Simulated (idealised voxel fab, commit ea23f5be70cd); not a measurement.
Documented hereafter: the process module known as voxel ribs on slabs.
The cross-section shown here is cut; it is 145 nm wide and divided into square cells measuring 5 nm on a side.
A cross-section is written here as square cells arranged in a grid, and it is given in bands from the top down, each band taking up one or more rows of cells.
What a band's entry tells you: where the top is and where the bottom is, as heights in nm, and after that what lies inside, material by material from left to right, each with its width in nm. Empty space is written as the word "air", and a single material marked with the word "edge to edge" occupies the band from edge to edge.
Heights are reckoned from 0. Under this level, the received wafer is all of one material. The bottommost band is open-ended downward, for example "0 nm and below".
The width entry "30->40" should be interpreted row by row: the top row of cells in the band takes the first number, the bottom row takes the second number, and the change between adjacent rows is uniform throughout.
Reading "identical to before" for a step: not a cell of the cross-section changed in it.
What "Closed void roster" gives you is every empty space of 8 cells or more that is cut off from the top. Each appears as width x height at distance, with the distance taken from the left edge and width, height and distance all in nm.
On a step's line, text after the settings is the simulator commenting on that step.
A step's line can hold "overlay nm"; with a mask on that step, the setting says how far right of the planned place the mask lay, while a negative setting says it lay to the left.
-- These are the steps we planned for the process
1,RECEIVE, material Si
2,DIRECTIONAL_DEP, material SiO2, thk nm 25
3,DIRECTIONAL_DEP, material polySi, thk nm 20
4,DIRECTIONAL_DEP, material aC, thk nm 10
5,PATTERN, tone cover, mask id RIB, material resist, width nm 20, thk nm 25, overlay nm 0
6,DIRECTIONAL_ETCH, etch materials aC, depth nm 10
7,STRIP, etch materials resist
8,DIRECTIONAL_ETCH, etch materials polySi, depth nm 15
9,STRIP, etch materials aC
10,DIRECTIONAL_DEP, material aC, thk nm 15
11,PATTERN, tone cover, mask id SLAB, material resist, width nm 60, thk nm 30, overlay nm 0
12,DIRECTIONAL_ETCH, etch materials aC, depth nm 15
13,STRIP, etch materials resist
14,DIRECTIONAL_ETCH, etch materials polySi, depth nm 5
15,STRIP, etch materials aC
16,FILL_DEP, material SiO2, thk nm 20
17,CMP, height nm 55
18,DIRECTIONAL_DEP, material TiN, thk nm 10
19,PATTERN, tone cover, mask id HEATER, material resist, width nm 30, thk nm 20, overlay nm 0
20,DIRECTIONAL_ETCH, etch materials TiN, depth nm 10
21,STRIP, etch materials resist
22,CONFORMAL_DEP, material SiO2, thk nm 10
-- The first of the two wafers, which ran as planned
-- Wafer cross-section on receipt, i.e. after step 1
0 nm and below | Si edge to edge
Closed void roster: none
-- Wafer after step 2 (cross-section)
25 nm to 0 nm | SiO2 edge to edge
Below 0, the layers are the same as they were.
-- Wafer after step 3 (cross-section)
45 nm to 25 nm | polySi edge to edge
Below 25, the layers are the same as they were.
-- Wafer after step 4 (cross-section)
55 nm to 45 nm | aC edge to edge
Below 45, the layers are the same as they were.
-- Wafer after step 5 (cross-section)
80 nm to 55 nm | air=60, then resist=20, then air=65
Below 55, the layers are the same as they were.
-- Wafer after step 6 (cross-section)
70 nm to 55 nm | air=60, then resist=20, then air=65
55 nm to 45 nm | air=60, then aC=20, then air=65
Below 45, the layers are the same as they were.
-- Wafer after step 7 (cross-section)
55 nm to 45 nm | air=60, then aC=20, then air=65
Below 45, the layers are the same as they were.
-- Wafer after step 8 (cross-section)
55 nm to 45 nm | air=60, then aC=20, then air=65
45 nm to 30 nm | air=60, then polySi=20, then air=65
Below 30, the layers are the same as they were.
-- Wafer after step 9 (cross-section)
45 nm to 30 nm | air=60, then polySi=20, then air=65
Below 30, the layers are the same as they were.
-- Wafer after step 10 (cross-section)
60 nm to 45 nm | air=60, then aC=20, then air=65
45 nm to 30 nm | aC=60, then polySi=20, then aC=65
Below 30, the layers are the same as they were.
-- Wafer after step 11 (cross-section)
90 nm to 60 nm | air=40, then resist=60, then air=45
60 nm to 45 nm | air=40, then resist=20, then aC=20, then resist=20, then air=45
Below 45, the layers are the same as they were.
-- Wafer after step 12 (cross-section)
75 nm to 60 nm | air=40, then resist=60, then air=45
60 nm to 45 nm | air=40, then resist=20, then aC=20, then resist=20, then air=45
45 nm to 30 nm | air=40, then aC=20, then polySi=20, then aC=20, then air=45
Below 30, the layers are the same as they were.
-- Wafer after step 13 (cross-section)
60 nm to 45 nm | air=60, then aC=20, then air=65
Below 45, the layers are the same as they were.
-- Wafer after step 14 (cross-section)
60 nm to 45 nm | air=60, then aC=20, then air=65
45 nm to 30 nm | air=40, then aC=20, then polySi=20, then aC=20, then air=45
30 nm to 25 nm | air=40, then polySi=60, then air=45
Below 25, the layers are the same as they were.
-- Wafer after step 15 (cross-section)
45 nm to 30 nm | air=60, then polySi=20, then air=65
Below 30, the layers are the same as they were.
-- Wafer after step 16 (cross-section)
65 nm to 45 nm | SiO2 edge to edge
45 nm to 30 nm | SiO2=60, then polySi=20, then SiO2=65
30 nm to 25 nm | SiO2=40, then polySi=60, then SiO2=45
Below 25, the layers are the same as they were.
-- Wafer after step 17 (cross-section)
55 nm to 45 nm | SiO2 edge to edge
Below 45, the layers are the same as they were.
-- Wafer after step 18 (cross-section)
65 nm to 55 nm | TiN edge to edge
Below 55, the layers are the same as they were.
-- Wafer after step 19 (cross-section)
85 nm to 65 nm | air=55, then resist=30, then air=60
Below 65, the layers are the same as they were.
-- Wafer after step 20 (cross-section)
85 nm to 65 nm | air=55, then resist=30, then air=60
65 nm to 55 nm | air=55, then TiN=30, then air=60
Below 55, the layers are the same as they were.
-- Wafer after step 21 (cross-section)
65 nm to 55 nm | air=55, then TiN=30, then air=60
Below 55, the layers are the same as they were.
-- Wafer after step 22 (cross-section)
75 nm to 65 nm | air=45, then SiO2=50, then air=50
65 nm to 55 nm | SiO2=55, then TiN=30, then SiO2=60
Below 55, the layers are the same as they were.
-- Now the other wafer: same start, same recipe, but we messed up one thing when running it. Up to and including step 2 it's the same as the first one
-- X-section, second wafer, when step 3 was due to finish
45 nm to 25 nm | TiN edge to edge
Below 25, the layers are the same as they were.
-- X-section, second wafer, when step 4 was due to finish
55 nm to 45 nm | aC edge to edge
Below 45, the layers are the same as they were.
-- X-section, second wafer, when step 5 was due to finish
80 nm to 55 nm | air=60, then resist=20, then air=65
Below 55, the layers are the same as they were.
-- X-section, second wafer, when step 6 was due to finish
70 nm to 55 nm | air=60, then resist=20, then air=65
55 nm to 45 nm | air=60, then aC=20, then air=65
Below 45, the layers are the same as they were.
-- X-section, second wafer, when step 7 was due to finish
55 nm to 45 nm | air=60, then aC=20, then air=65
Below 45, the layers are the same as they were.
X-section, second wafer, when step 8 was due to finish: identical to before
-- X-section, second wafer, when step 9 was due to finish
45 nm to 25 nm | TiN edge to edge
Below 25, the layers are the same as they were.
-- X-section, second wafer, when step 10 was due to finish
60 nm to 45 nm | aC edge to edge
Below 45, the layers are the same as they were.
-- X-section, second wafer, when step 11 was due to finish
90 nm to 60 nm | air=40, then resist=60, then air=45
Below 60, the layers are the same as they were.
-- X-section, second wafer, when step 12 was due to finish
75 nm to 60 nm | air=40, then resist=60, then air=45
60 nm to 45 nm | air=40, then aC=60, then air=45
Below 45, the layers are the same as they were.
-- X-section, second wafer, when step 13 was due to finish
60 nm to 45 nm | air=40, then aC=60, then air=45
Below 45, the layers are the same as they were.
X-section, second wafer, when step 14 was due to finish: identical to before
-- X-section, second wafer, when step 15 was due to finish
45 nm to 25 nm | TiN edge to edge
Below 25, the layers are the same as they were.
-- X-section, second wafer, when step 16 was due to finish
65 nm to 45 nm | SiO2 edge to edge
Below 45, the layers are the same as they were.
-- X-section, second wafer, when step 17 was due to finish
55 nm to 45 nm | SiO2 edge to edge
Below 45, the layers are the same as they were.
-- X-section, second wafer, when step 18 was due to finish
65 nm to 55 nm | TiN edge to edge
Below 55, the layers are the same as they were.
-- X-section, second wafer, when step 19 was due to finish
85 nm to 65 nm | air=55, then resist=30, then air=60
Below 65, the layers are the same as they were.
-- X-section, second wafer, when step 20 was due to finish
85 nm to 65 nm | air=55, then resist=30, then air=60
65 nm to 55 nm | air=55, then TiN=30, then air=60
Below 55, the layers are the same as they were.
-- X-section, second wafer, when step 21 was due to finish
65 nm to 55 nm | air=55, then TiN=30, then air=60
Below 55, the layers are the same as they were.
-- X-section, second wafer, when step 22 was due to finish
75 nm to 65 nm | air=45, then SiO2=50, then air=50
65 nm to 55 nm | SiO2=55, then TiN=30, then SiO2=60
Below 55, the layers are the same as they were.
Against the plan, the run slipped here: step 3 ran differently from the plan; actual operation with settings: DIRECTIONAL_DEP, material TiN, thk nm 20
Bottom line after processing is that, in cells, the second wafer is up or down on some materials versus the first: -92 SiO2; +116 TiN; -24 polySi
